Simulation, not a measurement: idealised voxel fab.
A process module follows: voxel wiring stack.
Square cells of 5 nm make up the cross-section cut, whose width is 175 nm.
A cross-section in this document is a grid of square cells, and it is written down as bands, the top band listed before the ones below it; a band is made up of one or more rows of cells. Top height, bottom height, nm. Materials left to right, width each, nm. Single material + "throughout" = fills band edge to edge. "blank" = empty. Ref level 0: as-received wafer is one material below here. Bottom band extends down with no lower bound ("0 -> down"). Think of "30 to 40" as a width that walks from the first number to the second as you go down the band, top row to bottom row, taking equal-sized steps from row to row. The cross-section has no changed cell in any step marked "everything unchanged". Empty spaces counting at least 8 cells and having no open way to the top are listed in "Closed cavity list". The notation width x height at distance is used for each, the distance being from the left edge and all three values in nm. On each step's line, the part that comes after the settings is the simulator's own comment on the step. The optional step-line setting "overlay nm" applies to steps with a mask and quantifies how far to the right of its planned location the mask lay, a negative value indicating leftward placement.

The process steps that were planned are listed below
1) RECEIVE | material Si
2) CONFORMAL_DEP | material SiO2 | thk nm 15
3) DIRECTIONAL_DEP | material TiN | thk nm 5
4) DIRECTIONAL_DEP | material Ru | thk nm 15
5) MASKED_ETCH | tone cover | mask id METAL_1 | width nm 25 | pitch nm 55 | etch materials Ru | depth nm 15 | overlay nm 0
6) MASKED_ETCH | tone cover | mask id METAL_1 | width nm 25 | pitch nm 55 | etch materials TiN | depth nm 5 | overlay nm 0
7) FILL_DEP | material lowk | thk nm 5
8) CMP | height nm 35
9) CONFORMAL_DEP | material SiCN | thk nm 5
10) DIRECTIONAL_DEP | material lowk | thk nm 10
11) DIRECTIONAL_DEP | material aC | thk nm 15
12) PATTERN | tone open | mask id PLUG_1 | material resist | width nm 15 | pitch nm 55 | thk nm 30 | overlay nm 0
13) DIRECTIONAL_ETCH | etch materials aC | depth nm 15
14) STRIP | etch materials resist
15) DIRECTIONAL_ETCH | etch materials lowk | depth nm 10
16) DIRECTIONAL_ETCH | etch materials SiCN | depth nm 5
17) STRIP | etch materials aC
18) CONFORMAL_DEP | material TiN | thk nm 5
19) FILL_DEP | material Ru | thk nm 5
20) CMP | height nm 50
21) CONFORMAL_DEP | material SiCN | thk nm 5
22) DIRECTIONAL_DEP | material SiO2 | thk nm 15
23) PATTERN | tone open | mask id METAL_2 | material resist | width nm 25 | pitch nm 55 | thk nm 15 | overlay nm 0
24) DIRECTIONAL_ETCH | etch materials SiO2 | depth nm 15
25) DIRECTIONAL_ETCH | etch materials SiCN | depth nm 5
26) STRIP | etch materials resist
27) CONFORMAL_DEP | material TiN | thk nm 5
28) FILL_DEP | material Ru | thk nm 5
29) CMP | height nm 70
30) CONFORMAL_DEP | material SiCN | thk nm 5
31) DIRECTIONAL_DEP | material SiO2 | thk nm 30
32) MASKED_ETCH | tone open | mask id METAL_3_HOLES | width nm 15 | etch materials SiO2 | depth nm 30 | overlay nm 0
33) MASKED_ETCH | tone open | mask id METAL_3 | width nm 25 | pitch nm 55 | etch materials SiO2 | depth nm 15 | overlay nm 0
34) MASKED_ETCH | tone open | mask id METAL_3 | width nm 25 | pitch nm 55 | etch materials SiCN | depth nm 5 | overlay nm 0
35) CONFORMAL_DEP | material TiN | thk nm 5
36) FILL_DEP | material Ru | thk nm 5
37) CMP | height nm 105
38) CONFORMAL_DEP | material SiCN | thk nm 5

Of two wafers, the first: run according to plan

So this is the incoming wafer in cross-section - it's already been through step 1
  0 -> down  Si throughout
  Closed cavity list: none

Take a look at the wafer's cross-section after step 2
  15 -> 0  SiO2 throughout
  Heights below 0 show no change.

Take a look at the wafer's cross-section after step 3
  20 -> 15  TiN throughout
  Heights below 15 show no change.

Take a look at the wafer's cross-section after step 4
  35 -> 20  Ru throughout
  Heights below 20 show no change.

Take a look at the wafer's cross-section after step 5
  35 -> 20  45 blank, then 25 Ru, then 30 blank, then 25 Ru, then 50 blank
  Heights below 20 show no change.

Take a look at the wafer's cross-section after step 6
  35 -> 20  45 blank, then 25 Ru, then 30 blank, then 25 Ru, then 50 blank
  20 -> 15  45 blank, then 25 TiN, then 30 blank, then 25 TiN, then 50 blank
  Heights below 15 show no change.

Take a look at the wafer's cross-section after step 7
  40 -> 35  lowk throughout
  35 -> 20  45 lowk, then 25 Ru, then 30 lowk, then 25 Ru, then 50 lowk
  20 -> 15  45 lowk, then 25 TiN, then 30 lowk, then 25 TiN, then 50 lowk
  Heights below 15 show no change.

Take a look at the wafer's cross-section after step 8
  35 -> 20  45 lowk, then 25 Ru, then 30 lowk, then 25 Ru, then 50 lowk
  Heights below 20 show no change.

Take a look at the wafer's cross-section after step 9
  40 -> 35  SiCN throughout
  Heights below 35 show no change.

Take a look at the wafer's cross-section after step 10
  50 -> 40  lowk throughout
  Heights below 40 show no change.

Take a look at the wafer's cross-section after step 11
  65 -> 50  aC throughout
  Heights below 50 show no change.

Take a look at the wafer's cross-section after step 12
  95 -> 65  45 resist, then 15 blank, then 40 resist, then 15 blank, then 60 resist
  Heights below 65 show no change.

Take a look at the wafer's cross-section after step 13
  80 -> 65  45 resist, then 15 blank, then 40 resist, then 15 blank, then 60 resist
  65 -> 50  45 aC, then 15 blank, then 40 aC, then 15 blank, then 60 aC
  Heights below 50 show no change.

Take a look at the wafer's cross-section after step 14
  65 -> 50  45 aC, then 15 blank, then 40 aC, then 15 blank, then 60 aC
  Heights below 50 show no change.

Take a look at the wafer's cross-section after step 15
  65 -> 50  45 aC, then 15 blank, then 40 aC, then 15 blank, then 60 aC
  50 -> 40  45 lowk, then 15 blank, then 40 lowk, then 15 blank, then 60 lowk
  Heights below 40 show no change.

Take a look at the wafer's cross-section after step 16
  65 -> 50  45 aC, then 15 blank, then 40 aC, then 15 blank, then 60 aC
  50 -> 40  45 lowk, then 15 blank, then 40 lowk, then 15 blank, then 60 lowk
  40 -> 35  45 SiCN, then 15 blank, then 40 SiCN, then 15 blank, then 60 SiCN
  Heights below 35 show no change.

Take a look at the wafer's cross-section after step 17
  50 -> 40  45 lowk, then 15 blank, then 40 lowk, then 15 blank, then 60 lowk
  Heights below 40 show no change.

Take a look at the wafer's cross-section after step 18
  55 -> 50  50 TiN, then 5 blank, then 50 TiN, then 5 blank, then 65 TiN
  50 -> 40  45 lowk, then 5 TiN, then 5 blank, then 5 TiN, then 40 lowk, then 5 TiN, then 5 blank, then 5 TiN, then 60 lowk
  40 -> 35  45 SiCN, then 15 TiN, then 40 SiCN, then 15 TiN, then 60 SiCN
  Heights below 35 show no change.

Take a look at the wafer's cross-section after step 19
  60 -> 55  Ru throughout
  55 -> 50  50 TiN, then 5 Ru, then 50 TiN, then 5 Ru, then 65 TiN
  50 -> 40  45 lowk, then 5 TiN, then 5 Ru, then 5 TiN, then 40 lowk, then 5 TiN, then 5 Ru, then 5 TiN, then 60 lowk
  Heights below 40 show no change.

Take a look at the wafer's cross-section after step 20
  50 -> 40  45 lowk, then 5 TiN, then 5 Ru, then 5 TiN, then 40 lowk, then 5 TiN, then 5 Ru, then 5 TiN, then 60 lowk
  Heights below 40 show no change.

Take a look at the wafer's cross-section after step 21
  55 -> 50  SiCN throughout
  Heights below 50 show no change.

Take a look at the wafer's cross-section after step 22
  70 -> 55  SiO2 throughout
  Heights below 55 show no change.

Take a look at the wafer's cross-section after step 23
  85 -> 70  45 resist, then 25 blank, then 30 resist, then 25 blank, then 50 resist
  Heights below 70 show no change.

Take a look at the wafer's cross-section after step 24
  85 -> 70  45 resist, then 25 blank, then 30 resist, then 25 blank, then 50 resist
  70 -> 55  45 SiO2, then 25 blank, then 30 SiO2, then 25 blank, then 50 SiO2
  Heights below 55 show no change.

Take a look at the wafer's cross-section after step 25
  85 -> 70  45 resist, then 25 blank, then 30 resist, then 25 blank, then 50 resist
  70 -> 55  45 SiO2, then 25 blank, then 30 SiO2, then 25 blank, then 50 SiO2
  55 -> 50  45 SiCN, then 25 blank, then 30 SiCN, then 25 blank, then 50 SiCN
  Heights below 50 show no change.

Take a look at the wafer's cross-section after step 26
  70 -> 55  45 SiO2, then 25 blank, then 30 SiO2, then 25 blank, then 50 SiO2
  Heights below 55 show no change.

Take a look at the wafer's cross-section after step 27
  75 -> 70  50 TiN, then 15 blank, then 40 TiN, then 15 blank, then 55 TiN
  70 -> 55  45 SiO2, then 5 TiN, then 15 blank, then 5 TiN, then 30 SiO2, then 5 TiN, then 15 blank, then 5 TiN, then 50 SiO2
  55 -> 50  45 SiCN, then 25 TiN, then 30 SiCN, then 25 TiN, then 50 SiCN
  Heights below 50 show no change.

Take a look at the wafer's cross-section after step 28
  80 -> 75  Ru throughout
  75 -> 70  50 TiN, then 15 Ru, then 40 TiN, then 15 Ru, then 55 TiN
  70 -> 55  45 SiO2, then 5 TiN, then 15 Ru, then 5 TiN, then 30 SiO2, then 5 TiN, then 15 Ru, then 5 TiN, then 50 SiO2
  Heights below 55 show no change.

Take a look at the wafer's cross-section after step 29
  70 -> 55  45 SiO2, then 5 TiN, then 15 Ru, then 5 TiN, then 30 SiO2, then 5 TiN, then 15 Ru, then 5 TiN, then 50 SiO2
  Heights below 55 show no change.

Take a look at the wafer's cross-section after step 30
  75 -> 70  SiCN throughout
  Heights below 70 show no change.

Take a look at the wafer's cross-section after step 31
  105 -> 75  SiO2 throughout
  Heights below 75 show no change.

Take a look at the wafer's cross-section after step 32
  105 -> 75  45 SiO2, then 15 blank, then 115 SiO2
  Heights below 75 show no change.

Take a look at the wafer's cross-section after step 33
  105 -> 90  45 SiO2, then 25 blank, then 30 SiO2, then 25 blank, then 50 SiO2
  Heights below 90 show no change.

Take a look at the wafer's cross-section after step 34
  105 -> 90  45 SiO2, then 25 blank, then 30 SiO2, then 25 blank, then 50 SiO2
  90 -> 75  45 SiO2, then 15 blank, then 115 SiO2
  75 -> 70  45 SiCN, then 15 blank, then 115 SiCN
  Heights below 70 show no change.

Take a look at the wafer's cross-section after step 35
  110 -> 105  50 TiN, then 15 blank, then 40 TiN, then 15 blank, then 55 TiN
  105 -> 95  45 SiO2, then 5 TiN, then 15 blank, then 5 TiN, then 30 SiO2, then 5 TiN, then 15 blank, then 5 TiN, then 50 SiO2
  95 -> 90  45 SiO2, then 5 TiN, then 5 blank, then 15 TiN, then 30 SiO2, then 25 TiN, then 50 SiO2
  90 -> 75  45 SiO2, then 5 TiN, then 5 blank, then 5 TiN, then 115 SiO2
  75 -> 70  45 SiCN, then 15 TiN, then 115 SiCN
  Heights below 70 show no change.

Take a look at the wafer's cross-section after step 36
  115 -> 110  Ru throughout
  110 -> 105  50 TiN, then 15 Ru, then 40 TiN, then 15 Ru, then 55 TiN
  105 -> 95  45 SiO2, then 5 TiN, then 15 Ru, then 5 TiN, then 30 SiO2, then 5 TiN, then 15 Ru, then 5 TiN, then 50 SiO2
  95 -> 90  45 SiO2, then 5 TiN, then 5 Ru, then 15 TiN, then 30 SiO2, then 25 TiN, then 50 SiO2
  90 -> 75  45 SiO2, then 5 TiN, then 5 Ru, then 5 TiN, then 115 SiO2
  Heights below 75 show no change.

Take a look at the wafer's cross-section after step 37
  105 -> 95  45 SiO2, then 5 TiN, then 15 Ru, then 5 TiN, then 30 SiO2, then 5 TiN, then 15 Ru, then 5 TiN, then 50 SiO2
  Heights below 95 show no change.

Take a look at the wafer's cross-section after step 38
  110 -> 105  SiCN throughout
  Heights below 105 show no change.

Notes, second wafer: start = first wafer's, plan = first wafer's, execution had one mistake; history identical to first through step 11

What the second wafer looks like in cross-section when step 12 should have wrapped up
  95 -> 65  45 blank, then 15 resist, then 40 blank, then 15 resist, then 60 blank
  Heights below 65 show no change.

What the second wafer looks like in cross-section when step 13 should have wrapped up
  80 -> 65  45 blank, then 15 resist, then 40 blank, then 15 resist, then 60 blank
  65 -> 50  45 blank, then 15 aC, then 40 blank, then 15 aC, then 60 blank
  Heights below 50 show no change.

What the second wafer looks like in cross-section when step 14 should have wrapped up
  65 -> 50  45 blank, then 15 aC, then 40 blank, then 15 aC, then 60 blank
  Heights below 50 show no change.

What the second wafer looks like in cross-section when step 15 should have wrapped up
  65 -> 50  45 blank, then 15 aC, then 40 blank, then 15 aC, then 60 blank
  50 -> 40  45 blank, then 15 lowk, then 40 blank, then 15 lowk, then 60 blank
  Heights below 40 show no change.

What the second wafer looks like in cross-section when step 16 should have wrapped up
  65 -> 50  45 blank, then 15 aC, then 40 blank, then 15 aC, then 60 blank
  50 -> 40  45 blank, then 15 lowk, then 40 blank, then 15 lowk, then 60 blank
  40 -> 35  45 blank, then 15 SiCN, then 40 blank, then 15 SiCN, then 60 blank
  Heights below 35 show no change.

What the second wafer looks like in cross-section when step 17 should have wrapped up
  50 -> 40  45 blank, then 15 lowk, then 40 blank, then 15 lowk, then 60 blank
  Heights below 40 show no change.

What the second wafer looks like in cross-section when step 18 should have wrapped up
  55 -> 50  40 blank, then 25 TiN, then 30 blank, then 25 TiN, then 55 blank
  50 -> 40  40 blank, then 5 TiN, then 15 lowk, then 5 TiN, then 30 blank, then 5 TiN, then 15 lowk, then 5 TiN, then 55 blank
  40 -> 35  45 TiN, then 15 SiCN, then 40 TiN, then 15 SiCN, then 60 TiN
  Heights below 35 show no change.

What the second wafer looks like in cross-section when step 19 should have wrapped up
  60 -> 55  Ru throughout
  55 -> 50  40 Ru, then 25 TiN, then 30 Ru, then 25 TiN, then 55 Ru
  50 -> 40  40 Ru, then 5 TiN, then 15 lowk, then 5 TiN, then 30 Ru, then 5 TiN, then 15 lowk, then 5 TiN, then 55 Ru
  Heights below 40 show no change.

What the second wafer looks like in cross-section when step 20 should have wrapped up
  50 -> 40  40 Ru, then 5 TiN, then 15 lowk, then 5 TiN, then 30 Ru, then 5 TiN, then 15 lowk, then 5 TiN, then 55 Ru
  Heights below 40 show no change.

What the second wafer looks like in cross-section when step 21 should have wrapped up
  55 -> 50  SiCN throughout
  Heights below 50 show no change.

What the second wafer looks like in cross-section when step 22 should have wrapped up
  70 -> 55  SiO2 throughout
  Heights below 55 show no change.

What the second wafer looks like in cross-section when step 23 should have wrapped up
  85 -> 70  45 resist, then 25 blank, then 30 resist, then 25 blank, then 50 resist
  Heights below 70 show no change.

What the second wafer looks like in cross-section when step 24 should have wrapped up
  85 -> 70  45 resist, then 25 blank, then 30 resist, then 25 blank, then 50 resist
  70 -> 55  45 SiO2, then 25 blank, then 30 SiO2, then 25 blank, then 50 SiO2
  Heights below 55 show no change.

What the second wafer looks like in cross-section when step 25 should have wrapped up
  85 -> 70  45 resist, then 25 blank, then 30 resist, then 25 blank, then 50 resist
  70 -> 55  45 SiO2, then 25 blank, then 30 SiO2, then 25 blank, then 50 SiO2
  55 -> 50  45 SiCN, then 25 blank, then 30 SiCN, then 25 blank, then 50 SiCN
  Heights below 50 show no change.

What the second wafer looks like in cross-section when step 26 should have wrapped up
  70 -> 55  45 SiO2, then 25 blank, then 30 SiO2, then 25 blank, then 50 SiO2
  Heights below 55 show no change.

What the second wafer looks like in cross-section when step 27 should have wrapped up
  75 -> 70  50 TiN, then 15 blank, then 40 TiN, then 15 blank, then 55 TiN
  70 -> 55  45 SiO2, then 5 TiN, then 15 blank, then 5 TiN, then 30 SiO2, then 5 TiN, then 15 blank, then 5 TiN, then 50 SiO2
  55 -> 50  45 SiCN, then 25 TiN, then 30 SiCN, then 25 TiN, then 50 SiCN
  Heights below 50 show no change.

What the second wafer looks like in cross-section when step 28 should have wrapped up
  80 -> 75  Ru throughout
  75 -> 70  50 TiN, then 15 Ru, then 40 TiN, then 15 Ru, then 55 TiN
  70 -> 55  45 SiO2, then 5 TiN, then 15 Ru, then 5 TiN, then 30 SiO2, then 5 TiN, then 15 Ru, then 5 TiN, then 50 SiO2
  Heights below 55 show no change.

What the second wafer looks like in cross-section when step 29 should have wrapped up
  70 -> 55  45 SiO2, then 5 TiN, then 15 Ru, then 5 TiN, then 30 SiO2, then 5 TiN, then 15 Ru, then 5 TiN, then 50 SiO2
  Heights below 55 show no change.

What the second wafer looks like in cross-section when step 30 should have wrapped up
  75 -> 70  SiCN throughout
  Heights below 70 show no change.

What the second wafer looks like in cross-section when step 31 should have wrapped up
  105 -> 75  SiO2 throughout
  Heights below 75 show no change.

What the second wafer looks like in cross-section when step 32 should have wrapped up
  105 -> 75  45 SiO2, then 15 blank, then 115 SiO2
  Heights below 75 show no change.

What the second wafer looks like in cross-section when step 33 should have wrapped up
  105 -> 90  45 SiO2, then 25 blank, then 30 SiO2, then 25 blank, then 50 SiO2
  Heights below 90 show no change.

What the second wafer looks like in cross-section when step 34 should have wrapped up
  105 -> 90  45 SiO2, then 25 blank, then 30 SiO2, then 25 blank, then 50 SiO2
  90 -> 75  45 SiO2, then 15 blank, then 115 SiO2
  75 -> 70  45 SiCN, then 15 blank, then 115 SiCN
  Heights below 70 show no change.

What the second wafer looks like in cross-section when step 35 should have wrapped up
  110 -> 105  50 TiN, then 15 blank, then 40 TiN, then 15 blank, then 55 TiN
  105 -> 95  45 SiO2, then 5 TiN, then 15 blank, then 5 TiN, then 30 SiO2, then 5 TiN, then 15 blank, then 5 TiN, then 50 SiO2
  95 -> 90  45 SiO2, then 5 TiN, then 5 blank, then 15 TiN, then 30 SiO2, then 25 TiN, then 50 SiO2
  90 -> 75  45 SiO2, then 5 TiN, then 5 blank, then 5 TiN, then 115 SiO2
  75 -> 70  45 SiCN, then 15 TiN, then 115 SiCN
  Heights below 70 show no change.

What the second wafer looks like in cross-section when step 36 should have wrapped up
  115 -> 110  Ru throughout
  110 -> 105  50 TiN, then 15 Ru, then 40 TiN, then 15 Ru, then 55 TiN
  105 -> 95  45 SiO2, then 5 TiN, then 15 Ru, then 5 TiN, then 30 SiO2, then 5 TiN, then 15 Ru, then 5 TiN, then 50 SiO2
  95 -> 90  45 SiO2, then 5 TiN, then 5 Ru, then 15 TiN, then 30 SiO2, then 25 TiN, then 50 SiO2
  90 -> 75  45 SiO2, then 5 TiN, then 5 Ru, then 5 TiN, then 115 SiO2
  Heights below 75 show no change.

What the second wafer looks like in cross-section when step 37 should have wrapped up
  105 -> 95  45 SiO2, then 5 TiN, then 15 Ru, then 5 TiN, then 30 SiO2, then 5 TiN, then 15 Ru, then 5 TiN, then 50 SiO2
  Heights below 95 show no change.

What the second wafer looks like in cross-section when step 38 should have wrapped up
  110 -> 105  SiCN throughout
  Heights below 105 show no change.
So what did we get wrong on this run? step 12 was not run as planned; what actually ran was PATTERN | tone cover | mask id PLUG_1 | material resist | width nm 15 | pitch nm 55 | thk nm 30 | overlay nm 0
Heads up, by the end the second wafer has more or fewer cells of some materials compared to the first: Ru: 46 more, SiCN: 23 fewer, TiN: 23 more, lowk: 46 fewer
